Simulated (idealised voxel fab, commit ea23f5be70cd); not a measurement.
Proc. module: voxel ribs on slabs
Section cut is 260 nm wide and gridded with 5 nm square cells.
Think of the cross-section as a grid of square cells. We describe it in bands, top to bottom, and each band covers one or more rows of those cells.
The entry gives the band's vertical extent as a top height and a bottom height in nm, then its horizontal make-up as materials from left to right, each with a width in nm. "air" stands for empty space; a single material marked "full width" fills the band edge to edge.
All heights in this document are referenced to 0, defined as the level beneath which the wafer, as received, consists entirely of one material. The lowest band is not bounded below; it extends indefinitely downward and is written in the form "0..down".
With a width like "30->40", each row of cells in the band differs from the next by the same amount, the top row carrying the first number and the bottom row the second.
"everything unchanged" -> step changed no cross-section cell.
The entry "Encapsulated voids" lists the empty spaces that cover at least 8 cells and have no open path to the top. Each is written as width x height at distance, where the distance is measured from the left edge and all three values are in nm.
after a step's settings: what the simulator itself notes on the step
overlay nm: right-of-plan distance of the mask on a masked step; negative values mean left-of-plan.
List of planned process steps:
1: RECEIVE: material Si
2: DIRECTIONAL_DEP: material SiO2, thk nm 20
3: DIRECTIONAL_DEP: material SiN, thk nm 25
4: DIRECTIONAL_DEP: material aC, thk nm 10
5: PATTERN: tone cover, mask id RIB, material resist, width nm 20, thk nm 25, overlay nm 0
6: DIRECTIONAL_ETCH: etch materials aC, depth nm 10
7: STRIP: etch materials resist
8: DIRECTIONAL_ETCH: etch materials SiN, depth nm 5
9: STRIP: etch materials aC
10: MASKED_ETCH: tone cover, mask id SLAB, width nm 60, etch materials SiN, depth nm 20, overlay nm -15
11: FILL_DEP: material SiO2, thk nm 15
12: CMP: height nm 55
13: DIRECTIONAL_DEP: material W, thk nm 5
14: PATTERN: tone cover, mask id HEATER, material resist, width nm 30, thk nm 15, overlay nm 0
15: DIRECTIONAL_ETCH: etch materials W, depth nm 5
16: STRIP: etch materials resist
17: CONFORMAL_DEP: material SiO2, thk nm 10
The overlay nm used in step 10 is not the same on every wafer, whereas the starting condition is; the value printed in the plan is the first wafer's.
First of several wafers (as received, post step 1), cross-sectional view:
> 0..down: Si full width
> Encapsulated voids: none
At the end of the module, after its last step, step 17, the first of several wafers appears in cross-section as follows:
> 70..65: air=105  SiO2=50  air=105
> 65..60: SiO2 full width
> 60..55: SiO2=115  W=30  SiO2=115
> 55..45: SiO2 full width
> 45..40: SiO2=120  SiN=20  SiO2=120
> 40..20: SiO2=85  SiN=60  SiO2=115
> 20..0: SiO2 full width
> 0..down: Si full width
> Encapsulated voids: none
At the end of the module, the last of several wafers in cross-section:
> 70..65: air=105  SiO2=50  air=105
> 65..60: SiO2 full width
> 60..55: SiO2=115  W=30  SiO2=115
> 55..45: SiO2 full width
> 45..40: SiO2=120  SiN=20  SiO2=120
> 40..20: SiO2=115  SiN=60  SiO2=85
> 20..0: SiO2 full width
> 0..down: Si full width
> Encapsulated voids: none
Heads up, this table goes wafer by wafer. A row tells you, at the end of the module, how many cells of each material that wafer has put on (+) or dropped (-) since it was received, and then its closed voids:
overlay nm -15, +52 SiN, +628 SiO2, +6 W, Encapsulated voids: none
overlay nm -10, +52 SiN, +628 SiO2, +6 W, Encapsulated voids: none
overlay nm -5, +52 SiN, +628 SiO2, +6 W, Encapsulated voids: none
overlay nm 0, +52 SiN, +628 SiO2, +6 W, Encapsulated voids: none
overlay nm 5, +52 SiN, +628 SiO2, +6 W, Encapsulated voids: none
overlay nm 10, +52 SiN, +628 SiO2, +6 W, Encapsulated voids: none
overlay nm 15, +52 SiN, +628 SiO2, +6 W, Encapsulated voids: none
